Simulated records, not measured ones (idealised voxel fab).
Module name: voxel wiring stack (process module)
Cross-section cut: width 280 nm, square cells of 5 nm.
Cross-section = grid of square cells, listed top down in bands; band = one or more rows.
Look at the band entry: it leads with the top's height and the bottom's height in nm. Then it lists the materials left to right, with a width in nm for each. The word "everywhere" on a single material says that material fills the band edge to edge. The word "air" is empty space.
For the purposes of this specification, 0 denotes the height below which the wafer in its as-received condition is composed wholly of one material, and the lowermost band, lacking a lower limit, extends downward without end, as expressed in "0 down".
Graded width ("30..40"): value in top row of band = first number; value in bottom row = second number; row-to-row change constant.
You'll sometimes find "nothing was modified" written for a step, and that's the way of saying that nowhere in the cross-section did a cell change during that step.
"Non-vented voids": empty spaces of 8 cells or more with no open way to the top, each given as width x height at distance, distance from the left edge, all in nm.
Anything after a step's settings on that line? It's the simulator's own note about the step.
If you see "overlay nm" on a step's line and that step has a mask, it's telling you how far right of where it was planned the mask ended up; a negative number means it went left instead.
Here's what the planned process steps look like
1. RECEIVE,material Si
2. CONFORMAL_DEP,material SiO2,thk nm 10
3. CONFORMAL_DEP,material SiN,thk nm 5
4. DIRECTIONAL_DEP,material lowk,thk nm 15
5. DIRECTIONAL_DEP,material aC,thk nm 10
6. PATTERN,tone open,mask id METAL_1,material resist,width nm 25,pitch nm 40,thk nm 30,overlay nm 0
7. DIRECTIONAL_ETCH,etch materials aC,depth nm 10
8. STRIP,etch materials resist
9. DIRECTIONAL_ETCH,etch materials lowk,depth nm 15
10. DIRECTIONAL_ETCH,etch materials SiN,depth nm 5
11. STRIP,etch materials aC
12. CONFORMAL_DEP,material TiN,thk nm 5
13. FILL_DEP,material Cu,thk nm 5
14. CMP,height nm 30
15. CONFORMAL_DEP,material SiCN,thk nm 5
16. DIRECTIONAL_DEP,material lowk,thk nm 20
17. DIRECTIONAL_DEP,material aC,thk nm 15
18. PATTERN,tone open,mask id PLUG_1,material resist,width nm 15,pitch nm 40,thk nm 35,overlay nm 0
19. DIRECTIONAL_ETCH,etch materials aC,depth nm 15
20. STRIP,etch materials resist
21. DIRECTIONAL_ETCH,etch materials lowk,depth nm 20
22. DIRECTIONAL_ETCH,etch materials SiCN,depth nm 5
23. STRIP,etch materials aC
24. CONFORMAL_DEP,material TiN,thk nm 5
25. FILL_DEP,material Ru,thk nm 5
26. CMP,height nm 55
27. CONFORMAL_DEP,material SiCN,thk nm 5
28. DIRECTIONAL_DEP,material lowk,thk nm 25
29. MASKED_ETCH,tone open,mask id METAL_2,width nm 25,pitch nm 40,etch materials lowk,depth nm 25,overlay nm -15
30. MASKED_ETCH,tone open,mask id METAL_2,width nm 25,pitch nm 40,etch materials SiCN,depth nm 5,overlay nm 0
31. CONFORMAL_DEP,material TiN,thk nm 5
32. FILL_DEP,material Cu,thk nm 5
33. CMP,height nm 85
34. CONFORMAL_DEP,material SiN,thk nm 5
The value of overlay nm given for step 29 in the plan refers to the first wafer; the wafers vary in this setting and are alike at the start.
So this is the first of several wafers, cross-sectioned as it came to us, meaning it's at the end of step 1
- 0 down: Si everywhere
- Non-vented voids: none
wafer rows; end of module; cells per material since receipt: (+) gained, (-) lost; then closed voids
overlay nm -15 | +42 Cu | +8 Ru | +102 SiCN | +102 SiN | +112 SiO2 | +74 TiN | +568 lowk | Non-vented voids: none
overlay nm -10 | +44 Cu | +8 Ru | +100 SiCN | +102 SiN | +112 SiO2 | +74 TiN | +568 lowk | Non-vented voids: none
overlay nm -5 | +46 Cu | +8 Ru | +98 SiCN | +102 SiN | +112 SiO2 | +74 TiN | +568 lowk | Non-vented voids: none
overlay nm 0 | +48 Cu | +8 Ru | +96 SiCN | +102 SiN | +112 SiO2 | +74 TiN | +568 lowk | Non-vented voids: none
overlay nm 5 | +46 Cu | +8 Ru | +98 SiCN | +102 SiN | +112 SiO2 | +74 TiN | +568 lowk | Non-vented voids: none
overlay nm 10 | +44 Cu | +8 Ru | +100 SiCN | +102 SiN | +112 SiO2 | +74 TiN | +568 lowk | Non-vented voids: none
overlay nm 15 | +42 Cu | +8 Ru | +102 SiCN | +102 SiN | +112 SiO2 | +74 TiN | +568 lowk | Non-vented voids: none
